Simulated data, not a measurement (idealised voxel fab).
Process module name: voxel wiring stack
Square cell edge 5 nm, section width 210 nm, ID cut.
Cross-section = grid of square cells, listed top down in bands; band = one or more rows. This entry defines a band. It first specifies the height of the band's top and the height of its bottom in nm, and then specifies the band's materials from left to right, stating each material with its width in nm. The word "all across" identifies a single material that fills the band from edge to edge, while the word "air" identifies empty space. Zero point of the height axis is 0; under it, received wafer = one material. Lowest band: continues down indefinitely, "top 0, no bottom". A two-number width, for instance "30..40", indicates that the width is equal to the first number in the top row of the band and to the second number in the bottom row, and that it changes by a constant amount per row of cells. Step marked "remained unchanged"? Then no cell in the cross-section changed in it. Empty spaces without an open route to the top, at least 8 cells in extent, make up the entry "Enclosed void list"; each is given as width x height at distance, where the distance is measured from the left edge, and all are in nm. after a step's settings: what the simulator itself notes on the step. "overlay nm" denotes, for a step that has a mask, the displacement of the mask to the right of its planned place, with negative values corresponding to the left.

BELOW IS THE LIST OF PLANNED PROCESS STEPS
| 1 | RECEIVE with material Si |
| 2 | CONFORMAL_DEP with material SiO2, thk nm 15 |
| 3 | DIRECTIONAL_DEP with material TiN, thk nm 5 |
| 4 | DIRECTIONAL_DEP with material Ru, thk nm 20 |
| 5 | MASKED_ETCH with tone cover, mask id METAL_1, width nm 30, pitch nm 60, etch materials Ru, depth nm 20, overlay nm 0 |
| 6 | MASKED_ETCH with tone cover, mask id METAL_1, width nm 30, pitch nm 60, etch materials TiN, depth nm 5, overlay nm 0 |
| 7 | CONFORMAL_DEP with material SiCN, thk nm 5 |
| 8 | FILL_DEP with material SiO2, thk nm 5 |
| 9 | CMP with height nm 40 |
| 10 | CONFORMAL_DEP with material SiCN, thk nm 5 |
| 11 | DIRECTIONAL_DEP with material SiO2, thk nm 10 |
| 12 | MASKED_ETCH with tone open, mask id PLUG_1, width nm 15, etch materials SiO2, depth nm 10, overlay nm 0 |
| 13 | MASKED_ETCH with tone open, mask id PLUG_1, width nm 15, etch materials SiCN, depth nm 5, overlay nm 0 |
| 14 | EPI with material Ru, thk nm 10 |
| 15 | EPI with material Ru, thk nm 5 |
| 16 | CONFORMAL_DEP with material SiN, thk nm 5 |
| 17 | DIRECTIONAL_DEP with material lowk, thk nm 20 |
| 18 | MASKED_ETCH with tone open, mask id METAL_2, width nm 30, pitch nm 60, etch materials lowk, depth nm 20, overlay nm 0 |
| 19 | MASKED_ETCH with tone open, mask id METAL_2, width nm 30, pitch nm 60, etch materials SiN, depth nm 5, overlay nm 0 |
| 20 | CONFORMAL_DEP with material TiN, thk nm 5 |
| 21 | FILL_DEP with material Cu, thk nm 10 |
| 22 | CMP with height nm 80 |
| 23 | EPI with material Ru, thk nm 5 |
| 24 | FILL_DEP with material SiCN, thk nm 5 |

THE CROSS-SECTION HERE SHOWS THE WAFER AS RECEIVED, I.E. IN ITS STATE AFTER STEP 1
> top 0, no bottom  Si all across
> Enclosed void list: none

LOOKING AT THE FIRST OF TWO WAFERS IN CROSS-SECTION AT END OF MODULE - RAN TO PLAN
> top 90, bottom 85  SiCN all across
> top 85, bottom 80  SiCN: 55, Ru: 40, SiCN: 20, Ru: 40, SiCN: 55
> top 80, bottom 60  lowk: 60, TiN: 5, Cu: 20, TiN: 5, lowk: 30, TiN: 5, Cu: 20, TiN: 5, lowk: 60
> top 60, bottom 55  SiN: 60, TiN: 30, SiN: 30, TiN: 30, SiN: 60
> top 55, bottom 45  SiO2: 60, Ru: 15, SiO2: 135
> top 45, bottom 40  SiCN: 60, Ru: 15, SiCN: 135
> top 40, bottom 20  SiO2: 55, SiCN: 5, Ru: 30, SiCN: 5, SiO2: 20, SiCN: 5, Ru: 30, SiCN: 5, SiO2: 55
> top 20, bottom 15  SiCN: 60, TiN: 30, SiCN: 30, TiN: 30, SiCN: 60
> top 15, bottom 0  SiO2 all across
> top 0, no bottom  Si all across
> Enclosed void list: none

NOW THE SECOND WAFER, CROSS-SECTIONED AT THE END OF THE MODULE. NOTHING DIFFERENT AT THE START, NOTHING DIFFERENT IN THE PLAN COMPARED WITH THE FIRST, JUST ONE MISTAKE WHEN IT WAS ACTUALLY RUN
> top 90, bottom 85  SiCN all across
> top 85, bottom 80  SiCN: 55, Ru: 40, SiCN: 20, Ru: 40, SiCN: 55
> top 80, bottom 60  lowk: 60, TiN: 5, Cu: 20, TiN: 5, lowk: 30, TiN: 5, Cu: 20, TiN: 5, lowk: 60
> top 60, bottom 55  SiN: 60, TiN: 30, SiN: 30, TiN: 30, SiN: 60
> top 55, bottom 45  SiO2: 60, SiN: 5, TiN: 5, SiN: 5, SiO2: 135
> top 45, bottom 40  SiCN: 60, SiN: 5, TiN: 5, SiN: 5, SiCN: 135
> top 40, bottom 25  Ru: 60, SiCN: 5, SiO2: 20, SiCN: 5, Ru: 30, SiCN: 5, SiO2: 20, SiCN: 5, Ru: 60
> top 25, bottom 20  Ru: 60, SiCN: 30, Ru: 30, SiCN: 30, Ru: 60
> top 20, bottom 15  TiN all across
> top 15, bottom 0  SiO2 all across
> top 0, no bottom  Si all across
> Enclosed void list: none
Plan not followed: step 5 changed vs plan, executed as MASKED_ETCH with tone open, mask id METAL_1, width nm 30, pitch nm 60, etch materials Ru, depth nm 20, overlay nm 0
The final cell counts differ between the wafers, with the second having more or fewer of some materials than the first: Ru: 63 more | SiCN: 22 fewer | SiN: 6 more | SiO2: 80 fewer | TiN: 33 more
